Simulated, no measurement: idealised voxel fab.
A process module follows: voxel spacer lines.
In the cross-section labelled cut, the width is 260 nm and each square cell is 5 nm.
Cross-section, as written here: a square-cell grid given band by band from the top down, where a band holds one or more rows of cells.
First you get the band's top height and its bottom height, in nm, and then the materials it's made of, left to right, with each width in nm. If you see a single material with "full width", that one covers the band edge to edge. "empty" is empty space.
Height reference: 0 = level under which incoming wafer is all one material. Lowest band: no bottom, runs on downward, e.g. "0 down".
When a width is written as two numbers, as in "30..40", the first number is the width in the top row of cells of the band and the second is the width in its bottom row, and the width changes by the same amount from each row to the next.
"nothing got changed" after a step means that no cell of the cross-section changed.
The entry "Sealed cavities" lists the empty spaces that cover at least 8 cells and have no open path to the top. Each is written as width x height at distance, where the distance is measured from the left edge and all three values are in nm.
Read whatever lies past the settings on a step's line as the simulator's own remark about the step.
A step line may carry the setting "overlay nm", which, for steps involving a mask, states the distance by which the mask lay to the right of its intended position; negative values denote displacement to the left.

-- The planned process steps are enumerated hereunder
| 1 | RECEIVE: material Si |
| 2 | CONFORMAL_DEP: material Al2O3, thk nm 10 |
| 3 | DIRECTIONAL_DEP: material SiN, thk nm 10 |
| 4 | DIRECTIONAL_DEP: material aC, thk nm 25 |
| 5 | PATTERN: tone cover, mask id MANDREL, material resist, width nm 25, pitch nm 70, thk nm 35, overlay nm 0 |
| 6 | DIRECTIONAL_ETCH: etch materials aC, depth nm 25 |
| 7 | STRIP: etch materials resist |
| 8 | CONFORMAL_DEP: material SiO2, thk nm 10 |
| 9 | DIRECTIONAL_ETCH: etch materials SiO2, depth nm 10 |
| 10 | STRIP: etch materials aC |
| 11 | DIRECTIONAL_ETCH: etch materials SiN, depth nm 10 |
| 12 | STRIP: etch materials SiO2 |

-- Cross-section of the incoming wafer, state after step 1
* 0 down  Si full width
* Sealed cavities: none

-- Post-module cross-section of the first of two wafers (run per plan)
* 20 to 10  35 of empty / 10 of SiN / 25 of empty / 10 of SiN / 25 of empty / 10 of SiN / 25 of empty / 10 of SiN / 25 of empty / 10 of SiN / 25 of empty / 10 of SiN / 40 of empty
* 10 to 0  Al2O3 full width
* 0 down  Si full width
* Sealed cavities: none

-- Wafer two cross-section, module end. Start and plan unchanged from wafer one; one mistake made during the run
* 10 to 0  35 of empty / 10 of SiN / 25 of empty / 10 of SiN / 25 of empty / 10 of SiN / 25 of empty / 10 of SiN / 25 of empty / 10 of SiN / 25 of empty / 10 of SiN / 40 of empty
* 0 down  Si full width
* Sealed cavities: none
Deviation from plan: the plan's step 2 was left out and never carried out
In the final state, the cell counts of the second wafer exceed or fall short of those of the first for the following materials: -104 Al2O3
